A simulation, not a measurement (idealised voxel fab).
Herein follows the process module entitled voxel double patterning.
Section cut is 265 nm wide and gridded with 5 nm square cells.
Notation: cross-section as square-cell grid; stated in bands, top first, going down; one or more cell rows per band.
Band: top and bottom heights (nm) first, top before bottom; then materials from left to right, widths in nm. "full width" marks a sole material filling the band edge to edge. "empty" denotes empty space.
Heights are expressed relative to 0, this being the level below which the as-received wafer comprises one material exclusively. The lowest band is unbounded in the downward direction and is denoted as in "0 nm and below".
Width: "30->40" (first number = top row, second number = bottom row, same change from row to row of cells).
Given "changes: none" for a step, no cell of the cross-section differs between before and after that step.
Empty spaces without an open route to the top, at least 8 cells in extent, make up the entry "Enclosed cavities"; each is given as width x height at distance, where the distance is measured from the left edge, and all are in nm.
The remark found on a step's line after its settings is issued by the simulator itself and pertains to that step.
"overlay nm", when on a step's line for a step with a mask, measures how far to the right of its planned place the mask lay; a negative measure means to the left.
Listed below are the process steps as planned
- 1: RECEIVE [material Si]
- 2: CONFORMAL_DEP [material SiO2] [thk nm 5]
- 3: DIRECTIONAL_DEP [material W] [thk nm 20]
- 4: DIRECTIONAL_DEP [material SiCN] [thk nm 10]
- 5: PATTERN [tone open] [mask id FIRST] [material resist] [width nm 15] [pitch nm 50] [thk nm 15] [overlay nm 0]
- 6: DIRECTIONAL_ETCH [etch materials SiCN] [depth nm 10]
- 7: STRIP [etch materials resist]
- 8: PATTERN [tone open] [mask id SECOND] [material resist] [width nm 15] [thk nm 15] [overlay nm 0]
- 9: DIRECTIONAL_ETCH [etch materials SiCN] [depth nm 10]
- 10: STRIP [etch materials resist]
- 11: DIRECTIONAL_ETCH [etch materials W] [depth nm 20]
- 12: STRIP [etch materials SiCN]
Wafer cross-section on receipt, i.e. after step 1
  0 nm and below = Si full width
  Enclosed cavities: none
Starting wafer: above. Plan: above. Run: one mistake. Cross-section after the module: below
  25 nm to 15 nm = W 100, empty 15, W 10, empty 15, W 10, empty 15, W 100
  15 nm to 5 nm = W full width
  5 nm to 0 nm = SiO2 full width
  0 nm and below = Si full width
  Enclosed cavities: none
Run error: off-plan run, step 11, actual operation and settings DIRECTIONAL_ETCH [etch materials W] [depth nm 10]
